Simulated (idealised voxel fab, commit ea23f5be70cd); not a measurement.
process module | voxel self aligned contacts
cross-section cut | 170 nm wide | cells 5 nm
A cross-section is a grid of square cells, given in bands from the top down. A band is one or more rows of cells.
Each band's line starts with the height of the band's top and of its bottom, in nm. Then come its materials from left to right, each with its width in nm. One material with "throughout" fills the band from edge to edge. "air" is empty space.
Height 0 is the level under which the wafer as received is all one material. The lowest band goes on downwards, as in "0 down".
A width such as "30 to 40" changes by the same amount from each row of cells to the next, from the band's top row to its bottom row.
"no change" after a step means that no cell of the cross-section changed.
closed voids: empty space of 8 cells or more with no open way to the top, each as width x height at its distance from the left edge, in nm
after a step's settings: what the simulator itself notes on the step
overlay nm, on a step with a mask: how far to the right of its planned place the mask lay; to the left if negative
plan
1 op RECEIVE | material Si
2 op CONFORMAL_DEP | material SiO2 | thk nm 5
3 op DIRECTIONAL_DEP | material polySi | thk nm 30
4 op DIRECTIONAL_DEP | material SiN | thk nm 20
5 op DIRECTIONAL_DEP | material aC | thk nm 10
6 op PATTERN | tone cover | mask id GATE | material resist | width nm 30 | pitch nm 60 | thk nm 25 | overlay nm 0
7 op DIRECTIONAL_ETCH | etch materials aC | depth nm 10
8 op STRIP | etch materials resist
9 op DIRECTIONAL_ETCH | etch materials SiN | depth nm 20
10 op DIRECTIONAL_ETCH | etch materials polySi | depth nm 30
11 op STRIP | etch materials aC
12 op CONFORMAL_DEP | material SiN | thk nm 5
13 op DIRECTIONAL_ETCH | etch materials SiN | depth nm 5
14 op FILL_DEP | material SiO2 | thk nm 10
15 op CMP | height nm 60
16 op PATTERN | tone open | mask id CONTACT | material resist | width nm 40 | thk nm 15 | overlay nm 0
17 op DIRECTIONAL_ETCH | etch materials SiO2 | depth nm 60
18 op STRIP | etch materials resist
19 op CONFORMAL_DEP | material TiN | thk nm 5
20 op FILL_DEP | material W | thk nm 5
21 op CMP | height nm 60
22 op CONFORMAL_DEP | material SiN | thk nm 5
as received, after step 1
  0 down: Si throughout
  closed voids: none
a wafer at the end: this start, this plan, one mistake
  65 to 60: SiN throughout
  60 to 55: SiO2 65 | TiN 15 | W 10 | TiN 15 | SiO2 65
  55 to 35: SiO2 35 | SiN 40 | TiN 5 | W 10 | TiN 5 | SiN 40 | SiO2 35
  35 to 15: SiO2 35 | SiN 5 | polySi 30 | SiN 5 | TiN 5 | W 10 | TiN 5 | SiN 5 | polySi 30 | SiN 5 | SiO2 35
  15 to 10: SiO2 35 | SiN 5 | polySi 30 | SiN 5 | TiN 20 | SiN 5 | polySi 30 | SiN 5 | SiO2 35
  10 to 5: SiN 40 | polySi 30 | SiN 30 | polySi 30 | SiN 40
  5 to 0: SiO2 throughout
  0 down: Si throughout
  closed voids: none
what went wrong: steps 12 and 13 were swapped
